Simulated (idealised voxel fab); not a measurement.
Presented below is a process module, voxel ribs on slabs.
Cross-section cut spans 270 nm and uses square cells 5 nm in size.
Cross-section, as written here: a square-cell grid given band by band from the top down, where a band holds one or more rows of cells. In this notation a band is specified by the heights of its top and bottom, in that order and in nm, after which its materials appear from left to right, each paired with its width in nm. The word "all across" attached to a single material means that material fills the band from edge to edge; the word "air" stands for empty space. Heights are reckoned from 0. Under this level, the received wafer is all of one material. The bottommost band is open-ended downward, for example "0 down". Top row gets the first number, bottom row gets the second, and each row in between changes by the same step: that is how a band width like "30 to 40" works. Where a step carries "remains unaltered", the cross-section came out of it unchanged, cell for cell. Enclosed void catalog: empty space of 8 cells or more with no open way to the top, each as width x height at its distance from the left edge, in nm. Whatever follows a step's settings on its line is a remark the simulator itself makes about that step. You can add "overlay nm" to a step's line. For a step with a mask, it describes how far the mask lay to the right of its planned position, and a negative number describes a lay to the left.
### Planned process steps
1. RECEIVE (material Si)
2. DIRECTIONAL_DEP (material SiO2; thk nm 25)
3. DIRECTIONAL_DEP (material polySi; thk nm 25)
4. DIRECTIONAL_DEP (material aC; thk nm 5)
5. PATTERN (tone cover; mask id RIB; material resist; width nm 15; thk nm 35; overlay nm 0)
6. DIRECTIONAL_ETCH (etch materials aC; depth nm 15)
7. STRIP (etch materials resist)
8. DIRECTIONAL_ETCH (etch materials polySi; depth nm 15)
9. STRIP (etch materials aC)
10. PATTERN (tone cover; mask id SLAB; material resist; width nm 75; thk nm 20; overlay nm 0)
11. DIRECTIONAL_ETCH (etch materials polySi; depth nm 10)
12. STRIP (etch materials resist)
13. FILL_DEP (material SiO2; thk nm 20)
14. CMP (height nm 60)
15. DIRECTIONAL_DEP (material W; thk nm 5)
16. DIRECTIONAL_DEP (material aC; thk nm 10)
17. PATTERN (tone cover; mask id HEATER; material resist; width nm 25; thk nm 30; overlay nm 0)
18. DIRECTIONAL_ETCH (etch materials aC; depth nm 10)
19. STRIP (etch materials resist)
20. DIRECTIONAL_ETCH (etch materials W; depth nm 5)
21. STRIP (etch materials aC)
22. CONFORMAL_DEP (material SiO2; thk nm 5)
For this document, wafers share an identical start and vary in the step 4 thk nm; the plan quotes the first wafer's value.
### Step 1 complete: as-received cross-section of the first of several wafers
* 0 down = Si all across
* Enclosed void catalog: none
### The first of several wafers, seen in cross-section after the module's last step, step 22
* 70 to 65 = air (115) | SiO2 (35) | air (120)
* 65 to 60 = SiO2 (120) | W (25) | SiO2 (125)
* 60 to 50 = SiO2 all across
* 50 to 35 = SiO2 (125) | polySi (15) | SiO2 (130)
* 35 to 25 = SiO2 (95) | polySi (75) | SiO2 (100)
* 25 to 0 = SiO2 all across
* 0 down = Si all across
* Enclosed void catalog: none
### The final wafer, sectioned at module end
* 70 to 65 = air (115) | SiO2 (35) | air (120)
* 65 to 60 = SiO2 (120) | W (25) | SiO2 (125)
* 60 to 50 = SiO2 all across
* 50 to 40 = SiO2 (95) | polySi (75) | SiO2 (100)
* 40 to 25 = polySi all across
* 25 to 0 = SiO2 all across
* 0 down = Si all across
* Enclosed void catalog: none
### Table: wafers, a row each; end-of-module cell change per material since receipt, gain (+), loss (-); then closed voids
thk nm 5 | +665 SiO2 | +5 W | +39 polySi | Enclosed void catalog: none
thk nm 10 | +665 SiO2 | +5 W | +39 polySi | Enclosed void catalog: none
thk nm 15 | +665 SiO2 | +5 W | +39 polySi | Enclosed void catalog: none
thk nm 20 | +512 SiO2 | +5 W | +192 polySi | Enclosed void catalog: none
thk nm 25 | +512 SiO2 | +5 W | +192 polySi | Enclosed void catalog: none
thk nm 30 | +512 SiO2 | +5 W | +192 polySi | Enclosed void catalog: none
